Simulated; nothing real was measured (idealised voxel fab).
Process module under the name voxel tone inversion
The cross-section shown here is cut; it is 270 nm wide and divided into square cells measuring 5 nm on a side.
How to read a cross-section here: the picture is a grid of square cells, written as bands going from the top down, and any band can span one or more rows of cells. Per band: top height and bottom height in nm, followed by the left-to-right materials and their widths in nm; "everywhere" marks a single material spanning edge to edge, "air" marks empty space. Counting heights begins at 0, where everything beneath is, in the wafer as received, one material. The lowest band has no bottom; it goes on downwards, as "0 -> down" shows. When a width is written as two numbers, as in "30 to 40", the first number is the width in the top row of cells of the band and the second is the width in its bottom row, and the width changes by the same amount from each row to the next. Step note "identical to before" = no cross-section cell changed. Empty spaces counting at least 8 cells and having no open way to the top are listed in "closed voids". The notation width x height at distance is used for each, the distance being from the left edge and all three values in nm. The remark found on a step's line after its settings is issued by the simulator itself and pertains to that step. A step's line can hold "overlay nm"; with a mask on that step, the setting says how far right of the planned place the mask lay, while a negative setting says it lay to the left.
PLAN
1 RECEIVE,material Si
2 CONFORMAL_DEP,material SiCN,thk nm 10
3 DIRECTIONAL_DEP,material polySi,thk nm 15
4 PATTERN,tone cover,mask id POSTS,material resist,width nm 15,pitch nm 35,thk nm 25,overlay nm 0
5 DIRECTIONAL_ETCH,etch materials polySi,depth nm 15
6 STRIP,etch materials resist
7 FILL_DEP,material lowk,thk nm 10
8 CMP,height nm 25
9 STRIP,etch materials polySi
10 CONFORMAL_DEP,material TiN,thk nm 5
11 FILL_DEP,material Ru,thk nm 5
12 CMP,height nm 25
13 CONFORMAL_DEP,material SiCN,thk nm 5
CROSS-SECTIONAL VIEW OF THE WAFER IN ITS AS-RECEIVED CONDITION, CORRESPONDING TO THE STATE AFTER STEP 1
  0 -> down | Si everywhere
  closed voids: none
WHAT THE WAFER LOOKS LIKE IN CROSS-SECTION AFTER THIS MODULE, WHEN IT STARTS AS SHOWN ABOVE AND FOLLOWS THE PLAN ABOVE BUT ONE MISTAKE IS MADE IN RUNNING IT
  30 -> 25 | SiCN everywhere
  25 -> 15 | lowk 90  TiN 5  Ru 10  TiN 5  lowk 15  TiN 5  Ru 10  TiN 5  lowk 15  TiN 5  Ru 10  TiN 5  lowk 90
  15 -> 10 | lowk 90  TiN 20  lowk 15  TiN 20  lowk 15  TiN 20  lowk 90
  10 -> 0 | SiCN everywhere
  0 -> down | Si everywhere
  closed voids: none
Against the plan, the run slipped here: step 4 was not run as planned; what actually ran was PATTERN,tone cover,mask id POSTS,material resist,width nm 20,pitch nm 35,thk nm 25,overlay nm 0
